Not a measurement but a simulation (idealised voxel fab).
voxel self aligned vias: a process module
FYI the section here is cut, 235 nm wide, cells are 5 nm squares.
For the purposes of this document, a cross-section shall be understood as a grid of square cells, specified as bands listed in top-to-bottom order, each band consisting of one or more rows of cells. First you get the band's top height and its bottom height, in nm, and then the materials it's made of, left to right, with each width in nm. If you see a single material with "throughout", that one covers the band edge to edge. "air" is empty space. A quick word on heights: they are counted from 0, and under that level the wafer as it came to us is one material throughout. The lowest band is different from the rest in having no bottom; it simply continues downward, written as in "0 -> down". Read "30->40" as a graded width: first number on top, second number at the bottom, same change between each pair of neighbouring rows. Given "remained the same" for a step, no cell of the cross-section differs between before and after that step. The label "Closed voids list" introduces a list of the empty spaces, 8 cells or larger, that have no open way up to the top; each entry in it reads width x height at distance, where the distance is taken from the left edge and all three are stated in nm. Note: text after step settings on the step line = simulator remark on that step. overlay nm: step with mask; distance mask lay right of planned place; negative value = left of planned place.

Steps in the process plan:
- 1: RECEIVE [material Si]
- 2: CONFORMAL_DEP [material SiO2] [thk nm 15]
- 3: CONFORMAL_DEP [material SiCN] [thk nm 5]
- 4: DIRECTIONAL_DEP [material SiO2] [thk nm 30]
- 5: MASKED_ETCH [tone open] [mask id LINES] [width nm 25] [pitch nm 60] [etch materials SiO2] [depth nm 30] [overlay nm 0]
- 6: CONFORMAL_DEP [material TiN] [thk nm 5]
- 7: FILL_DEP [material W] [thk nm 10]
- 8: CMP [height nm 50]
- 9: SELECTIVE_ETCH [etch materials W Ru TiN] [depth nm 5]
- 10: FILL_DEP [material SiN] [thk nm 5]
- 11: CMP [height nm 50]
- 12: DIRECTIONAL_DEP [material SiO2] [thk nm 15]
- 13: MASKED_ETCH [tone open] [mask id VIAS] [width nm 35] [pitch nm 60] [etch materials SiO2] [depth nm 15] [overlay nm 0]
- 14: MASKED_ETCH [tone open] [mask id VIAS] [width nm 35] [pitch nm 60] [etch materials SiN] [depth nm 5] [overlay nm 0]
- 15: CONFORMAL_DEP [material TiN] [thk nm 5]
- 16: FILL_DEP [material Cu] [thk nm 5]
- 17: CMP [height nm 65]
- 18: CONFORMAL_DEP [material SiCN] [thk nm 5]

Incoming wafer in cross-section (state: after step 1):
0 -> down: Si throughout
Closed voids list: none

The first of the two wafers as seen in cross-section once the module was finished; processing followed the plan:
70 -> 65: SiCN throughout
65 -> 55: SiO2=70  TiN=5  Cu=25  TiN=5  SiO2=25  TiN=5  Cu=25  TiN=5  SiO2=70
55 -> 50: SiO2=70  TiN=10  Cu=15  TiN=10  SiO2=25  TiN=10  Cu=15  TiN=10  SiO2=70
50 -> 45: SiO2=75  TiN=25  SiO2=35  TiN=25  SiO2=75
45 -> 25: SiO2=75  TiN=5  W=15  TiN=5  SiO2=35  TiN=5  W=15  TiN=5  SiO2=75
25 -> 20: SiO2=75  TiN=25  SiO2=35  TiN=25  SiO2=75
20 -> 15: SiCN throughout
15 -> 0: SiO2 throughout
0 -> down: Si throughout
Closed voids list: none

Second wafer at the end: like start, like plan, one mistake:
70 -> 65: W throughout
65 -> 55: SiO2=70  TiN=5  Cu=25  TiN=5  SiO2=25  TiN=5  Cu=25  TiN=5  SiO2=70
55 -> 50: SiO2=70  TiN=10  Cu=15  TiN=10  SiO2=25  TiN=10  Cu=15  TiN=10  SiO2=70
50 -> 45: SiO2=75  TiN=25  SiO2=35  TiN=25  SiO2=75
45 -> 25: SiO2=75  TiN=5  W=15  TiN=5  SiO2=35  TiN=5  W=15  TiN=5  SiO2=75
25 -> 20: SiO2=75  TiN=25  SiO2=35  TiN=25  SiO2=75
20 -> 15: SiCN throughout
15 -> 0: SiO2 throughout
0 -> down: Si throughout
Closed voids list: none
Deviation from plan: not per plan at step 18, really ran CONFORMAL_DEP [material W] [thk nm 5]
It is noted that, at the conclusion of processing, the second wafer exhibits a higher or lower cell count for certain materials relative to the first: -47 SiCN, +47 W
